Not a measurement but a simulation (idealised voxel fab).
process module | voxel self aligned vias
cross-section cut | 295 nm wide | cells 5 nm
A cross-section is a grid of square cells, given in bands from the top down. A band is one or more rows of cells.
Each band's line starts with the height of the band's top and of its bottom, in nm. Then come its materials from left to right, each with its width in nm. One material with "throughout" fills the band from edge to edge. "air" is empty space.
Height 0 is the level under which the wafer as received is all one material. The lowest band goes on downwards, as in "0 down".
A width such as "30 to 40" changes by the same amount from each row of cells to the next, from the band's top row to its bottom row.
"no change" after a step means that no cell of the cross-section changed.
closed voids: empty space of 8 cells or more with no open way to the top, each as width x height at its distance from the left edge, in nm
after a step's settings: what the simulator itself notes on the step
overlay nm, on a step with a mask: how far to the right of its planned place the mask lay; to the left if negative
plan
1 op RECEIVE | material Si
2 op CONFORMAL_DEP | material SiO2 | thk nm 10
3 op CONFORMAL_DEP | material SiCN | thk nm 5
4 op DIRECTIONAL_DEP | material SiO2 | thk nm 25
5 op DIRECTIONAL_DEP | material aC | thk nm 15
6 op PATTERN | tone open | mask id LINES | material resist | width nm 15 | pitch nm 55 | thk nm 30 | overlay nm 0
7 op DIRECTIONAL_ETCH | etch materials aC | depth nm 15
8 op STRIP | etch materials resist
9 op DIRECTIONAL_ETCH | etch materials SiO2 | depth nm 25
10 op STRIP | etch materials aC
11 op CONFORMAL_DEP | material TiN | thk nm 5
12 op FILL_DEP | material W | thk nm 10
13 op CMP | height nm 40
14 op SELECTIVE_ETCH | etch materials W Ru TiN | depth nm 5
15 op FILL_DEP | material SiN | thk nm 5
16 op CMP | height nm 40
17 op DIRECTIONAL_DEP | material SiO2 | thk nm 20
18 op MASKED_ETCH | tone open | mask id VIAS | width nm 30 | pitch nm 55 | etch materials SiO2 | depth nm 20 | overlay nm 0
19 op MASKED_ETCH | tone open | mask id VIAS | width nm 30 | pitch nm 55 | etch materials SiN | depth nm 5 | overlay nm 0
20 op CONFORMAL_DEP | material TiN | thk nm 5
21 op FILL_DEP | material Ru | thk nm 10
22 op CMP | height nm 60
23 op CONFORMAL_DEP | material SiN | thk nm 5
varied across the wafers: width nm of step 6. The plan shows the first wafer's value. All wafers start alike
first wafer as received, after step 1
  0 down: Si throughout
  closed voids: none
first wafer at the end, after step 23
  65 to 60: SiN throughout
  60 to 45: SiO2 75 | TiN 5 | Ru 20 | TiN 5 | SiO2 25 | TiN 5 | Ru 20 | TiN 5 | SiO2 25 | TiN 5 | Ru 20 | TiN 5 | SiO2 80
  45 to 40: SiO2 75 | TiN 15 | Ru 5 | TiN 10 | SiO2 25 | TiN 15 | Ru 5 | TiN 10 | SiO2 25 | TiN 15 | Ru 5 | TiN 10 | SiO2 80
  40 to 35: SiO2 85 | TiN 15 | SiO2 40 | TiN 15 | SiO2 40 | TiN 15 | SiO2 85
  35 to 20: SiO2 85 | TiN 5 | W 5 | TiN 5 | SiO2 40 | TiN 5 | W 5 | TiN 5 | SiO2 40 | TiN 5 | W 5 | TiN 5 | SiO2 85
  20 to 15: SiO2 85 | TiN 15 | SiO2 40 | TiN 15 | SiO2 40 | TiN 15 | SiO2 85
  15 to 10: SiCN throughout
  10 to 0: SiO2 throughout
  0 down: Si throughout
  closed voids: none
last wafer at the end
  65 to 60: SiN throughout
  60 to 40: SiO2 75 | TiN 5 | Ru 20 | TiN 5 | SiO2 25 | TiN 5 | Ru 20 | TiN 5 | SiO2 25 | TiN 5 | Ru 20 | TiN 5 | SiO2 80
  40 to 35: SiO2 75 | TiN 30 | SiN 5 | SiO2 20 | TiN 30 | SiN 5 | SiO2 20 | TiN 30 | SiN 5 | SiO2 75
  35 to 20: SiO2 75 | TiN 5 | W 25 | TiN 5 | SiO2 20 | TiN 5 | W 25 | TiN 5 | SiO2 20 | TiN 5 | W 25 | TiN 5 | SiO2 75
  20 to 15: SiO2 75 | TiN 35 | SiO2 20 | TiN 35 | SiO2 20 | TiN 35 | SiO2 75
  15 to 10: SiCN throughout
  10 to 0: SiO2 throughout
  0 down: Si throughout
  closed voids: none
each wafer at the end: cells of each material gained (+) or lost (-) since it was received, then its closed voids
width nm 15 | +39 Ru | +59 SiCN | +59 SiN | +532 SiO2 | +69 TiN | +9 W | closed voids: none
width nm 20 | +42 Ru | +59 SiCN | +59 SiN | +517 SiO2 | +72 TiN | +18 W | closed voids: none
width nm 25 | +45 Ru | +59 SiCN | +59 SiN | +502 SiO2 | +75 TiN | +27 W | closed voids: none
width nm 30 | +48 Ru | +59 SiCN | +59 SiN | +487 SiO2 | +78 TiN | +36 W | closed voids: none
width nm 35 | +48 Ru | +59 SiCN | +62 SiN | +472 SiO2 | +81 TiN | +45 W | closed voids: none
